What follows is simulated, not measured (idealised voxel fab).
process module | voxel self aligned contacts
cross-section cut | 290 nm wide | cells 5 nm
A cross-section is a grid of square cells, given in bands from the top down. A band is one or more rows of cells.
Each band's line starts with the height of the band's top and of its bottom, in nm. Then come its materials from left to right, each with its width in nm. One material with "throughout" fills the band from edge to edge. "air" is empty space.
Height 0 is the level under which the wafer as received is all one material. The lowest band goes on downwards, as in "0 down".
A width such as "30 to 40" changes by the same amount from each row of cells to the next, from the band's top row to its bottom row.
"no change" after a step means that no cell of the cross-section changed.
closed voids: empty space of 8 cells or more with no open way to the top, each as width x height at its distance from the left edge, in nm
after a step's settings: what the simulator itself notes on the step
overlay nm, on a step with a mask: how far to the right of its planned place the mask lay; to the left if negative
plan
1 op RECEIVE | material Si
2 op CONFORMAL_DEP | material SiO2 | thk nm 5
3 op DIRECTIONAL_DEP | material polySi | thk nm 25
4 op DIRECTIONAL_DEP | material SiN | thk nm 15
5 op PATTERN | tone cover | mask id GATE | material resist | width nm 35 | pitch nm 60 | thk nm 15 | overlay nm -15
6 op DIRECTIONAL_ETCH | etch materials SiN | depth nm 15
7 op DIRECTIONAL_ETCH | etch materials polySi | depth nm 25
8 op STRIP | etch materials resist
9 op CONFORMAL_DEP | material SiN | thk nm 5
10 op DIRECTIONAL_ETCH | etch materials SiN | depth nm 5
11 op FILL_DEP | material SiO2 | thk nm 20
12 op CMP | height nm 55
13 op DIRECTIONAL_DEP | material aC | thk nm 15
14 op PATTERN | tone open | mask id CONTACT | material resist | width nm 35 | thk nm 35 | overlay nm 0
15 op DIRECTIONAL_ETCH | etch materials aC | depth nm 15
16 op STRIP | etch materials resist
17 op DIRECTIONAL_ETCH | etch materials SiO2 | depth nm 55
18 op STRIP | etch materials aC
19 op CONFORMAL_DEP | material TiN | thk nm 5
20 op FILL_DEP | material Ru | thk nm 10
21 op CMP | height nm 55
22 op CONFORMAL_DEP | material SiCN | thk nm 5
varied across the wafers: overlay nm of step 5. The plan shows the first wafer's value. All wafers start alike
first wafer as received, after step 1
  0 down: Si throughout
  closed voids: none
first wafer at the end, after step 22
  60 to 55: SiCN throughout
  55 to 50: SiO2 125 | TiN 5 | Ru 25 | TiN 5 | SiO2 130
  50 to 45: SiO2 125 | TiN 35 | SiO2 130
  45 to 30: SiO2 75 | SiN 45 | SiO2 5 | TiN 10 | SiN 45 | SiO2 110
  30 to 5: SiO2 75 | SiN 5 | polySi 35 | SiN 5 | SiO2 5 | TiN 10 | SiN 5 | polySi 35 | SiN 5 | SiO2 110
  5 to 0: SiO2 125 | TiN 10 | SiO2 155
  0 down: Si throughout
  closed voids: none
last wafer at the end
  60 to 55: SiCN throughout
  55 to 50: SiO2 125 | TiN 5 | Ru 25 | TiN 5 | SiO2 130
  50 to 45: SiO2 125 | TiN 35 | SiO2 130
  45 to 30: SiO2 105 | SiN 45 | TiN 10 | SiO2 5 | SiN 45 | SiO2 80
  30 to 5: SiO2 105 | SiN 5 | polySi 35 | SiN 5 | TiN 10 | SiO2 5 | SiN 5 | polySi 35 | SiN 5 | SiO2 80
  5 to 0: SiO2 150 | TiN 10 | SiO2 130
  0 down: Si throughout
  closed voids: none
each wafer at the end: cells of each material gained (+) or lost (-) since it was received, then its closed voids
overlay nm -15 | +5 Ru | +58 SiCN | +74 SiN | +462 SiO2 | +27 TiN | +70 polySi | closed voids: none
overlay nm -10 | +14 Ru | +58 SiCN | +74 SiN | +453 SiO2 | +27 TiN | +70 polySi | closed voids: none
overlay nm -5 | +14 Ru | +58 SiCN | +74 SiN | +453 SiO2 | +27 TiN | +70 polySi | closed voids: none
overlay nm 0 | +14 Ru | +58 SiCN | +74 SiN | +453 SiO2 | +27 TiN | +70 polySi | closed voids: none
overlay nm 5 | +14 Ru | +58 SiCN | +74 SiN | +453 SiO2 | +27 TiN | +70 polySi | closed voids: none
overlay nm 10 | +14 Ru | +58 SiCN | +74 SiN | +453 SiO2 | +27 TiN | +70 polySi | closed voids: none
overlay nm 15 | +5 Ru | +58 SiCN | +74 SiN | +462 SiO2 | +27 TiN | +70 polySi | closed voids: none
